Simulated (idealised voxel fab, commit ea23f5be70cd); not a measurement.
process module | voxel plated lines
cross-section cut | 275 nm wide | cells 5 nm
A cross-section is a grid of square cells, given in bands from the top down. A band is one or more rows of cells.
Each band's line starts with the height of the band's top and of its bottom, in nm. Then come its materials from left to right, each with its width in nm. One material with "throughout" fills the band from edge to edge. "air" is empty space.
Height 0 is the level under which the wafer as received is all one material. The lowest band goes on downwards, as in "0 down".
A width such as "30 to 40" changes by the same amount from each row of cells to the next, from the band's top row to its bottom row.
"no change" after a step means that no cell of the cross-section changed.
closed voids: empty space of 8 cells or more with no open way to the top, each as width x height at its distance from the left edge, in nm
after a step's settings: what the simulator itself notes on the step
overlay nm, on a step with a mask: how far to the right of its planned place the mask lay; to the left if negative
plan
1 op RECEIVE | material Si
2 op CONFORMAL_DEP | material Al2O3 | thk nm 5
3 op DIRECTIONAL_DEP | material TiN | thk nm 5
4 op PATTERN | tone open | mask id LINES | material resist | width nm 30 | pitch nm 45 | thk nm 25 | overlay nm 0
5 op EPI | material Ru | thk nm 10
6 op EPI | material Ru | thk nm 10
7 op STRIP | etch materials resist
8 op DIRECTIONAL_ETCH | etch materials TiN | depth nm 5
9 op CONFORMAL_DEP | material SiO2 | thk nm 5
as received, after step 1
  0 down: Si throughout
  closed voids: none
a wafer at the end: this start, this plan, one mistake
  35 to 10: air 95 | Ru 40 | air 5 | Ru 40 | air 95
  10 to 5: Ru 100 | TiN 30 | Ru 15 | TiN 30 | Ru 100
  5 to 0: Al2O3 throughout
  0 down: Si throughout
  closed voids: none
what went wrong: step 9 ran as: op CONFORMAL_DEP | material Ru | thk nm 5
